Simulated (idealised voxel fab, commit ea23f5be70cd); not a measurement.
A process module follows: voxel capacitor over wiring.
Section cut is 220 nm wide and gridded with 5 nm square cells.
We lay out every cross-section as a grid of square cells and spell it out in bands from the top down, where one band means one or more rows of cells.
Read a band's entry like this: the first values are the height of its top and the height of its bottom in nm, and what follows is the sequence of materials from left to right, each with its width in nm. Note that "blank" is empty space, and that a single material marked "all across" reaches across the band from edge to edge.
The level at which height equals 0 is the one under which the wafer, as it arrives, is entirely one material. No lower edge exists for the bottom band, which continues downward and is notated as in "top 0, no bottom".
Graded width ("30..40"): value in top row of band = first number; value in bottom row = second number; row-to-row change constant.
"no change occurred" after a step means that no cell of the cross-section changed.
Heads up: "Fully closed voids" only lists the empty pockets with no open path to the top that are 8 cells or more, and it writes them as width x height at distance, distance from the left edge, in nm.
Note: text after step settings on the step line = simulator remark on that step.
overlay nm: for a step with a mask, the amount by which the mask lay right of where it was planned; a negative amount means left of it.

SO HERE'S THE LINEUP OF PROCESS STEPS WE PLANNED
step 1: op RECEIVE | material Si
step 2: op CONFORMAL_DEP | material SiO2 | thk nm 10
step 3: op DIRECTIONAL_DEP | material TiN | thk nm 5
step 4: op DIRECTIONAL_DEP | material W | thk nm 20
step 5: op DIRECTIONAL_DEP | material aC | thk nm 10
step 6: op PATTERN | tone cover | mask id METAL_1 | material resist | width nm 20 | pitch nm 70 | thk nm 30 | overlay nm 0
step 7: op DIRECTIONAL_ETCH | etch materials aC | depth nm 10
step 8: op STRIP | etch materials resist
step 9: op DIRECTIONAL_ETCH | etch materials W | depth nm 20
step 10: op DIRECTIONAL_ETCH | etch materials TiN | depth nm 5
step 11: op STRIP | etch materials aC
step 12: op FILL_DEP | material SiO2 | thk nm 10
step 13: op CMP | height nm 35
step 14: op CONFORMAL_DEP | material SiCN | thk nm 5
step 15: op DIRECTIONAL_DEP | material SiO2 | thk nm 20
step 16: op PATTERN | tone open | mask id PLUG_1 | material resist | width nm 15 | thk nm 20 | overlay nm 0
step 17: op DIRECTIONAL_ETCH | etch materials SiO2 | depth nm 20
step 18: op DIRECTIONAL_ETCH | etch materials SiCN | depth nm 5
step 19: op STRIP | etch materials resist
step 20: op CONFORMAL_DEP | material TiN | thk nm 5
step 21: op FILL_DEP | material Cu | thk nm 5
step 22: op CMP | height nm 60
step 23: op DIRECTIONAL_DEP | material TiN | thk nm 10
step 24: op DIRECTIONAL_DEP | material HfO2 | thk nm 5
step 25: op DIRECTIONAL_DEP | material TiN | thk nm 5
step 26: op MASKED_ETCH | tone cover | mask id UPPER_PLATE | width nm 55 | etch materials TiN | depth nm 5 | overlay nm 0
step 27: op MASKED_ETCH | tone cover | mask id UPPER_PLATE | width nm 55 | etch materials HfO2 | depth nm 5 | overlay nm 0
step 28: op MASKED_ETCH | tone cover | mask id LOWER_PLATE | width nm 65 | etch materials TiN | depth nm 10 | overlay nm 0
step 29: op FILL_DEP | material SiO2 | thk nm 20
step 30: op CMP | height nm 95
step 31: op PATTERN | tone open | mask id PLUG_2 | material resist | width nm 15 | thk nm 15 | overlay nm 0
step 32: op DIRECTIONAL_ETCH | etch materials SiO2 | depth nm 15
step 33: op STRIP | etch materials resist
step 34: op CONFORMAL_DEP | material TiN | thk nm 5
step 35: op FILL_DEP | material Cu | thk nm 10
step 36: op CMP | height nm 95
step 37: op CONFORMAL_DEP | material SiN | thk nm 5

THE FIRST OF TWO WAFERS, RUN AS PLANNED

INCOMING WAFER, CROSS-SECTIONAL VIEW, POST STEP 1
    top 0, no bottom | Si all across
    Fully closed voids: none

YOU'RE LOOKING AT A CROSS-SECTION OF THE WAFER AFTER STEP 2
    top 10, bottom 0 | SiO2 all across
    Below 0, no change.

YOU'RE LOOKING AT A CROSS-SECTION OF THE WAFER AFTER STEP 3
    top 15, bottom 10 | TiN all across
    Below 10, no change.

YOU'RE LOOKING AT A CROSS-SECTION OF THE WAFER AFTER STEP 4
    top 35, bottom 15 | W all across
    Below 15, no change.

YOU'RE LOOKING AT A CROSS-SECTION OF THE WAFER AFTER STEP 5
    top 45, bottom 35 | aC all across
    Below 35, no change.

YOU'RE LOOKING AT A CROSS-SECTION OF THE WAFER AFTER STEP 6
    top 75, bottom 45 | 65 blank  20 resist  50 blank  20 resist  65 blank
    Below 45, no change.

YOU'RE LOOKING AT A CROSS-SECTION OF THE WAFER AFTER STEP 7
    top 65, bottom 45 | 65 blank  20 resist  50 blank  20 resist  65 blank
    top 45, bottom 35 | 65 blank  20 aC  50 blank  20 aC  65 blank
    Below 35, no change.

YOU'RE LOOKING AT A CROSS-SECTION OF THE WAFER AFTER STEP 8
    top 45, bottom 35 | 65 blank  20 aC  50 blank  20 aC  65 blank
    Below 35, no change.

YOU'RE LOOKING AT A CROSS-SECTION OF THE WAFER AFTER STEP 9
    top 45, bottom 35 | 65 blank  20 aC  50 blank  20 aC  65 blank
    top 35, bottom 15 | 65 blank  20 W  50 blank  20 W  65 blank
    Below 15, no change.

YOU'RE LOOKING AT A CROSS-SECTION OF THE WAFER AFTER STEP 10
    top 45, bottom 35 | 65 blank  20 aC  50 blank  20 aC  65 blank
    top 35, bottom 15 | 65 blank  20 W  50 blank  20 W  65 blank
    top 15, bottom 10 | 65 blank  20 TiN  50 blank  20 TiN  65 blank
    Below 10, no change.

YOU'RE LOOKING AT A CROSS-SECTION OF THE WAFER AFTER STEP 11
    top 35, bottom 15 | 65 blank  20 W  50 blank  20 W  65 blank
    Below 15, no change.

YOU'RE LOOKING AT A CROSS-SECTION OF THE WAFER AFTER STEP 12
    top 45, bottom 35 | SiO2 all across
    top 35, bottom 15 | 65 SiO2  20 W  50 SiO2  20 W  65 SiO2
    top 15, bottom 10 | 65 SiO2  20 TiN  50 SiO2  20 TiN  65 SiO2
    Below 10, no change.

YOU'RE LOOKING AT A CROSS-SECTION OF THE WAFER AFTER STEP 13
    top 35, bottom 15 | 65 SiO2  20 W  50 SiO2  20 W  65 SiO2
    Below 15, no change.

YOU'RE LOOKING AT A CROSS-SECTION OF THE WAFER AFTER STEP 14
    top 40, bottom 35 | SiCN all across
    Below 35, no change.

YOU'RE LOOKING AT A CROSS-SECTION OF THE WAFER AFTER STEP 15
    top 60, bottom 40 | SiO2 all across
    Below 40, no change.

YOU'RE LOOKING AT A CROSS-SECTION OF THE WAFER AFTER STEP 16
    top 80, bottom 60 | 70 resist  15 blank  135 resist
    Below 60, no change.

YOU'RE LOOKING AT A CROSS-SECTION OF THE WAFER AFTER STEP 17
    top 80, bottom 60 | 70 resist  15 blank  135 resist
    top 60, bottom 40 | 70 SiO2  15 blank  135 SiO2
    Below 40, no change.

YOU'RE LOOKING AT A CROSS-SECTION OF THE WAFER AFTER STEP 18
    top 80, bottom 60 | 70 resist  15 blank  135 resist
    top 60, bottom 40 | 70 SiO2  15 blank  135 SiO2
    top 40, bottom 35 | 70 SiCN  15 blank  135 SiCN
    Below 35, no change.

YOU'RE LOOKING AT A CROSS-SECTION OF THE WAFER AFTER STEP 19
    top 60, bottom 40 | 70 SiO2  15 blank  135 SiO2
    Below 40, no change.

YOU'RE LOOKING AT A CROSS-SECTION OF THE WAFER AFTER STEP 20
    top 65, bottom 60 | 75 TiN  5 blank  140 TiN
    top 60, bottom 40 | 70 SiO2  5 TiN  5 blank  5 TiN  135 SiO2
    top 40, bottom 35 | 70 SiCN  15 TiN  135 SiCN
    Below 35, no change.

YOU'RE LOOKING AT A CROSS-SECTION OF THE WAFER AFTER STEP 21
    top 70, bottom 65 | Cu all across
    top 65, bottom 60 | 75 TiN  5 Cu  140 TiN
    top 60, bottom 40 | 70 SiO2  5 TiN  5 Cu  5 TiN  135 SiO2
    Below 40, no change.

YOU'RE LOOKING AT A CROSS-SECTION OF THE WAFER AFTER STEP 22
    top 60, bottom 40 | 70 SiO2  5 TiN  5 Cu  5 TiN  135 SiO2
    Below 40, no change.

YOU'RE LOOKING AT A CROSS-SECTION OF THE WAFER AFTER STEP 23
    top 70, bottom 60 | TiN all across
    Below 60, no change.

YOU'RE LOOKING AT A CROSS-SECTION OF THE WAFER AFTER STEP 24
    top 75, bottom 70 | HfO2 all across
    Below 70, no change.

YOU'RE LOOKING AT A CROSS-SECTION OF THE WAFER AFTER STEP 25
    top 80, bottom 75 | TiN all across
    Below 75, no change.

YOU'RE LOOKING AT A CROSS-SECTION OF THE WAFER AFTER STEP 26
    top 80, bottom 75 | 70 blank  55 TiN  95 blank
    Below 75, no change.

YOU'RE LOOKING AT A CROSS-SECTION OF THE WAFER AFTER STEP 27
    top 80, bottom 75 | 70 blank  55 TiN  95 blank
    top 75, bottom 70 | 70 blank  55 HfO2  95 blank
    Below 70, no change.

YOU'RE LOOKING AT A CROSS-SECTION OF THE WAFER AFTER STEP 28
    top 80, bottom 75 | 70 blank  55 TiN  95 blank
    top 75, bottom 70 | 70 blank  55 HfO2  95 blank
    top 70, bottom 60 | 65 blank  65 TiN  90 blank
    Below 60, no change.

YOU'RE LOOKING AT A CROSS-SECTION OF THE WAFER AFTER STEP 29
    top 100, bottom 80 | SiO2 all across
    top 80, bottom 75 | 70 SiO2  55 TiN  95 SiO2
    top 75, bottom 70 | 70 SiO2  55 HfO2  95 SiO2
    top 70, bottom 60 | 65 SiO2  65 TiN  90 SiO2
    Below 60, no change.

YOU'RE LOOKING AT A CROSS-SECTION OF THE WAFER AFTER STEP 30
    top 95, bottom 80 | SiO2 all across
    Below 80, no change.

YOU'RE LOOKING AT A CROSS-SECTION OF THE WAFER AFTER STEP 31
    top 110, bottom 95 | 80 resist  15 blank  125 resist
    Below 95, no change.

YOU'RE LOOKING AT A CROSS-SECTION OF THE WAFER AFTER STEP 32
    top 110, bottom 95 | 80 resist  15 blank  125 resist
    top 95, bottom 80 | 80 SiO2  15 blank  125 SiO2
    Below 80, no change.

YOU'RE LOOKING AT A CROSS-SECTION OF THE WAFER AFTER STEP 33
    top 95, bottom 80 | 80 SiO2  15 blank  125 SiO2
    Below 80, no change.

YOU'RE LOOKING AT A CROSS-SECTION OF THE WAFER AFTER STEP 34
    top 100, bottom 95 | 85 TiN  5 blank  130 TiN
    top 95, bottom 85 | 80 SiO2  5 TiN  5 blank  5 TiN  125 SiO2
    top 85, bottom 75 | 80..70 SiO2  15..55 TiN  125..95 SiO2
    Below 75, no change.

YOU'RE LOOKING AT A CROSS-SECTION OF THE WAFER AFTER STEP 35
    top 110, bottom 100 | Cu all across
    top 100, bottom 95 | 85 TiN  5 Cu  130 TiN
    top 95, bottom 85 | 80 SiO2  5 TiN  5 Cu  5 TiN  125 SiO2
    Below 85, no change.

YOU'RE LOOKING AT A CROSS-SECTION OF THE WAFER AFTER STEP 36
    top 95, bottom 85 | 80 SiO2  5 TiN  5 Cu  5 TiN  125 SiO2
    Below 85, no change.

YOU'RE LOOKING AT A CROSS-SECTION OF THE WAFER AFTER STEP 37
    top 100, bottom 95 | SiN all across
    Below 95, no change.

THE REMAINING WAFER, SECOND OF THE TWO, STARTED LIKE THE FIRST AND WAS RUN TO THE SAME PLAN, EXCEPT THAT ONE MISTAKE WAS MADE ALONG THE WAY; THE TWO COINCIDE THROUGH STEP 30, INCLUSIVE

X-SECTION, SECOND WAFER, WHEN STEP 31 WAS DUE TO FINISH
    top 110, bottom 95 | 70 resist  15 blank  135 resist
    Below 95, no change.

X-SECTION, SECOND WAFER, WHEN STEP 32 WAS DUE TO FINISH
    top 110, bottom 95 | 70 resist  15 blank  135 resist
    top 95, bottom 80 | 70 SiO2  15 blank  135 SiO2
    Below 80, no change.

X-SECTION, SECOND WAFER, WHEN STEP 33 WAS DUE TO FINISH
    top 95, bottom 80 | 70 SiO2  15 blank  135 SiO2
    Below 80, no change.

X-SECTION, SECOND WAFER, WHEN STEP 34 WAS DUE TO FINISH
    top 100, bottom 95 | 75 TiN  5 blank  140 TiN
    top 95, bottom 85 | 70 SiO2  5 TiN  5 blank  5 TiN  135 SiO2
    top 85, bottom 75 | 70 SiO2  15..55 TiN  135..95 SiO2
    Below 75, no change.

X-SECTION, SECOND WAFER, WHEN STEP 35 WAS DUE TO FINISH
    top 110, bottom 100 | Cu all across
    top 100, bottom 95 | 75 TiN  5 Cu  140 TiN
    top 95, bottom 85 | 70 SiO2  5 TiN  5 Cu  5 TiN  135 SiO2
    Below 85, no change.

X-SECTION, SECOND WAFER, WHEN STEP 36 WAS DUE TO FINISH
    top 95, bottom 85 | 70 SiO2  5 TiN  5 Cu  5 TiN  135 SiO2
    Below 85, no change.

X-SECTION, SECOND WAFER, WHEN STEP 37 WAS DUE TO FINISH
    top 100, bottom 95 | SiN all across
    Below 95, no change.
Short version of what went wrong: step 31 off recipe, ran as op PATTERN | tone open | mask id PLUG_2 | material resist | width nm 15 | thk nm 15 | overlay nm -10
When the process is done, the second wafer contains the same cell count of every material as the first wafer, but distributed over other locations.
